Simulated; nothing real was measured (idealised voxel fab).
The process module that follows is named voxel wiring stack.
The cross-section on display is named cut; it measures 255 nm wide, and its cells are 5 nm squares.
This document writes a cross-section as a grid whose cells are square, and gives it as bands, listed from the top down; one or more rows of cells form a band. This entry defines a band. It first specifies the height of the band's top and the height of its bottom in nm, and then specifies the band's materials from left to right, stating each material with its width in nm. The word "everywhere" identifies a single material that fills the band from edge to edge, while the word "air" identifies empty space. All heights in this document are referenced to 0, defined as the level beneath which the wafer, as received, consists entirely of one material. The lowest band is not bounded below; it extends indefinitely downward and is written in the form "0 down". The two numbers in a width such as "30->40" mark its ends across the band: the first belongs to the top row of cells, the second to the bottom row, and from each row to the next the width moves by the same amount. Take "nothing different" at face value: in the step it is given for, the cross-section changed in none of its cells. In "Closed void inventory" the enclosed voids are listed, meaning empty spaces of 8 cells or larger without any opening to the top. The form is width x height at distance, distance from the left edge, units nm. after a step's settings: what the simulator itself notes on the step. When a step includes a mask, the "overlay nm" setting on its line states how far to the right of its planned place that mask lay, and negative values state how far to the left.

## Below is the list of planned process steps
| 1 | RECEIVE (material Si) |
| 2 | CONFORMAL_DEP (material SiO2; thk nm 15) |
| 3 | CONFORMAL_DEP (material SiN; thk nm 5) |
| 4 | DIRECTIONAL_DEP (material SiO2; thk nm 15) |
| 5 | DIRECTIONAL_DEP (material aC; thk nm 15) |
| 6 | PATTERN (tone open; mask id METAL_1; material resist; width nm 20; pitch nm 35; thk nm 35; overlay nm 0) |
| 7 | DIRECTIONAL_ETCH (etch materials aC; depth nm 15) |
| 8 | STRIP (etch materials resist) |
| 9 | DIRECTIONAL_ETCH (etch materials SiO2; depth nm 15) |
| 10 | DIRECTIONAL_ETCH (etch materials SiN; depth nm 5) |
| 11 | STRIP (etch materials aC) |
| 12 | CONFORMAL_DEP (material TiN; thk nm 5) |
| 13 | FILL_DEP (material W; thk nm 10) |
| 14 | CMP (height nm 35) |
| 15 | CONFORMAL_DEP (material SiCN; thk nm 5) |
| 16 | DIRECTIONAL_DEP (material SiO2; thk nm 15) |
| 17 | PATTERN (tone open; mask id PLUG_1; material resist; width nm 15; pitch nm 70; thk nm 20; overlay nm 0) |
| 18 | DIRECTIONAL_ETCH (etch materials SiO2; depth nm 15) |
| 19 | DIRECTIONAL_ETCH (etch materials SiCN; depth nm 5) |
| 20 | STRIP (etch materials resist) |
| 21 | CONFORMAL_DEP (material TiN; thk nm 5) |
| 22 | FILL_DEP (material Ru; thk nm 10) |
| 23 | CMP (height nm 55) |
| 24 | DIRECTIONAL_DEP (material TiN; thk nm 5) |
| 25 | DIRECTIONAL_DEP (material Ru; thk nm 15) |
| 26 | MASKED_ETCH (tone cover; mask id METAL_2; width nm 20; pitch nm 35; etch materials Ru; depth nm 15; overlay nm 0) |
| 27 | MASKED_ETCH (tone cover; mask id METAL_2; width nm 20; pitch nm 35; etch materials TiN; depth nm 5; overlay nm 0) |
| 28 | FILL_DEP (material SiO2; thk nm 5) |
| 29 | CMP (height nm 75) |
| 30 | CONFORMAL_DEP (material SiCN; thk nm 5) |
| 31 | DIRECTIONAL_DEP (material SiO2; thk nm 30) |
| 32 | DIRECTIONAL_DEP (material aC; thk nm 10) |
| 33 | PATTERN (tone open; mask id METAL_3; material resist; width nm 20; pitch nm 35; thk nm 30; overlay nm 0) |
| 34 | DIRECTIONAL_ETCH (etch materials aC; depth nm 10) |
| 35 | STRIP (etch materials resist) |
| 36 | DIRECTIONAL_ETCH (etch materials SiO2; depth nm 20) |
| 37 | STRIP (etch materials aC) |
| 38 | PATTERN (tone open; mask id METAL_3_HOLES; material resist; width nm 15; pitch nm 70; thk nm 20; overlay nm 0) |
| 39 | DIRECTIONAL_ETCH (etch materials SiO2; depth nm 10) |
| 40 | DIRECTIONAL_ETCH (etch materials SiCN; depth nm 5) |
| 41 | STRIP (etch materials resist) |
| 42 | CONFORMAL_DEP (material TiN; thk nm 5) |
| 43 | FILL_DEP (material Cu; thk nm 5) |
| 44 | CMP (height nm 110) |
| 45 | CONFORMAL_DEP (material SiN; thk nm 5) |
Quick note for whoever runs this: the wafers start identical, but the width nm at step 17 isn't the same across them. The plan just shows what the first wafer had.

## Incoming state of the first of several wafers in cross-section: after step 1
- 0 down = Si everywhere
- Closed void inventory: none

## Here is how to read the rows: every wafer has a row, and it shows the wafer at the end of the module, giving for each material how many cells were gained (+) or lost (-) since the wafer was received, then listing its closed voids
width nm 15, +30 Cu, +54 Ru, +90 SiCN, +86 SiN, +763 SiO2, +126 TiN, +24 W, Closed void inventory: none
width nm 20, +30 Cu, +60 Ru, +88 SiCN, +86 SiN, +757 SiO2, +128 TiN, +24 W, Closed void inventory: none
width nm 25, +30 Cu, +66 Ru, +86 SiCN, +86 SiN, +751 SiO2, +130 TiN, +24 W, Closed void inventory: none
width nm 30, +30 Cu, +72 Ru, +84 SiCN, +86 SiN, +745 SiO2, +132 TiN, +24 W, Closed void inventory: none
